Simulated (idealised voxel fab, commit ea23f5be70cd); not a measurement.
Title: Process Module voxel capacitor over wiring
Square cell edge 5 nm, section width 285 nm, ID cut.
For the purposes of this document, a cross-section shall be understood as a grid of square cells, specified as bands listed in top-to-bottom order, each band consisting of one or more rows of cells.
Per band: top height and bottom height in nm, followed by the left-to-right materials and their widths in nm; "edge to edge" marks a single material spanning edge to edge, "blank" marks empty space.
Counting heights begins at 0, where everything beneath is, in the wafer as received, one material. The lowest band has no bottom; it goes on downwards, as "0 nm and below" shows.
The expression "30 to 40" gives the width at the extremes of the band, the first number at its top row of cells and the second at its bottom row, with the width changing by equal amounts from each row to the next in between.
No cell of the cross-section changed in a step that is given as "no modifications".
Listed in "Closed void entries": every empty space of 8 or more cells without an open way to the top. Form: width x height at distance, the distance being from the left edge, all in nm.
Heads up: the bit after the settings on a step's line is the simulator's remark on that step.
A step's line can hold "overlay nm"; with a mask on that step, the setting says how far right of the planned place the mask lay, while a negative setting says it lay to the left.

Planned process steps:
step 1: RECEIVE (material Si)
step 2: CONFORMAL_DEP (material SiO2; thk nm 10)
step 3: CONFORMAL_DEP (material SiN; thk nm 5)
step 4: DIRECTIONAL_DEP (material SiO2; thk nm 20)
step 5: MASKED_ETCH (tone open; mask id METAL_1; width nm 30; pitch nm 90; etch materials SiO2; depth nm 20; overlay nm 0)
step 6: MASKED_ETCH (tone open; mask id METAL_1; width nm 30; pitch nm 90; etch materials SiN; depth nm 5; overlay nm 0)
step 7: CONFORMAL_DEP (material TiN; thk nm 5)
step 8: FILL_DEP (material W; thk nm 5)
step 9: CMP (height nm 35)
step 10: CONFORMAL_DEP (material SiCN; thk nm 5)
step 11: DIRECTIONAL_DEP (material SiO2; thk nm 15)
step 12: PATTERN (tone open; mask id PLUG_1; material resist; width nm 15; thk nm 15; overlay nm 0)
step 13: DIRECTIONAL_ETCH (etch materials SiO2; depth nm 15)
step 14: DIRECTIONAL_ETCH (etch materials SiCN; depth nm 5)
step 15: STRIP (etch materials resist)
step 16: EPI (material Ru; thk nm 10)
step 17: EPI (material Ru; thk nm 10)
step 18: DIRECTIONAL_DEP (material TiN; thk nm 10)
step 19: DIRECTIONAL_DEP (material SiN; thk nm 5)
step 20: DIRECTIONAL_DEP (material TiN; thk nm 5)
step 21: DIRECTIONAL_DEP (material aC; thk nm 15)
step 22: PATTERN (tone cover; mask id UPPER_PLATE; material resist; width nm 65; thk nm 30; overlay nm 0)
step 23: DIRECTIONAL_ETCH (etch materials aC; depth nm 15)
step 24: STRIP (etch materials resist)
step 25: DIRECTIONAL_ETCH (etch materials TiN; depth nm 5)
step 26: DIRECTIONAL_ETCH (etch materials SiN; depth nm 5)
step 27: STRIP (etch materials aC)
step 28: DIRECTIONAL_DEP (material aC; thk nm 15)
step 29: PATTERN (tone cover; mask id LOWER_PLATE; material resist; width nm 75; thk nm 35; overlay nm 0)
step 30: DIRECTIONAL_ETCH (etch materials aC; depth nm 15)
step 31: STRIP (etch materials resist)
step 32: DIRECTIONAL_ETCH (etch materials TiN; depth nm 10)
step 33: STRIP (etch materials aC)
step 34: FILL_DEP (material SiO2; thk nm 15)
step 35: CMP (height nm 85)
step 36: DIRECTIONAL_DEP (material aC; thk nm 15)
step 37: PATTERN (tone open; mask id PLUG_2; material resist; width nm 15; thk nm 35; overlay nm 0)
step 38: DIRECTIONAL_ETCH (etch materials aC; depth nm 15)
step 39: STRIP (etch materials resist)
step 40: DIRECTIONAL_ETCH (etch materials SiO2; depth nm 10)
step 41: STRIP (etch materials aC)
step 42: CONFORMAL_DEP (material TiN; thk nm 5)
step 43: FILL_DEP (material Ru; thk nm 5)
step 44: CMP (height nm 85)
step 45: CONFORMAL_DEP (material SiN; thk nm 5)

So this is the incoming wafer in cross-section - it's already been through step 1:
	0 nm and below = Si edge to edge
	Closed void entries: none

Starting wafer: above. Plan: above. Run: one mistake. Cross-section after the module: below:
	90 nm to 85 nm = SiN edge to edge
	85 nm to 80 nm = SiO2 (105), TiN (5), Ru (5), TiN (5), SiO2 (165)
	80 nm to 70 nm = SiO2 (105 to 95), TiN (15 to 65), SiO2 (165 to 125)
	70 nm to 65 nm = SiO2 (95), SiN (65), SiO2 (125)
	65 nm to 55 nm = SiO2 (90), TiN (75), SiO2 (120)
	55 nm to 40 nm = SiO2 (95), Ru (15), SiO2 (175)
	40 nm to 35 nm = SiCN (95), Ru (15), SiCN (175)
	35 nm to 25 nm = SiO2 (80), TiN (5), W (20), TiN (5), SiO2 (60), TiN (5), W (20), TiN (5), SiO2 (85)
	25 nm to 20 nm = SiN (80), TiN (30), SiN (60), TiN (30), SiN (85)
	20 nm to 10 nm = SiN edge to edge
	10 nm to 0 nm = SiO2 edge to edge
	0 nm and below = Si edge to edge
	Closed void entries: none
It is concluded that the wafer was processed incorrectly with respect to the plan, in that so step 3 ended up running with a different setting than we planned, it ran as CONFORMAL_DEP (material SiN; thk nm 15)
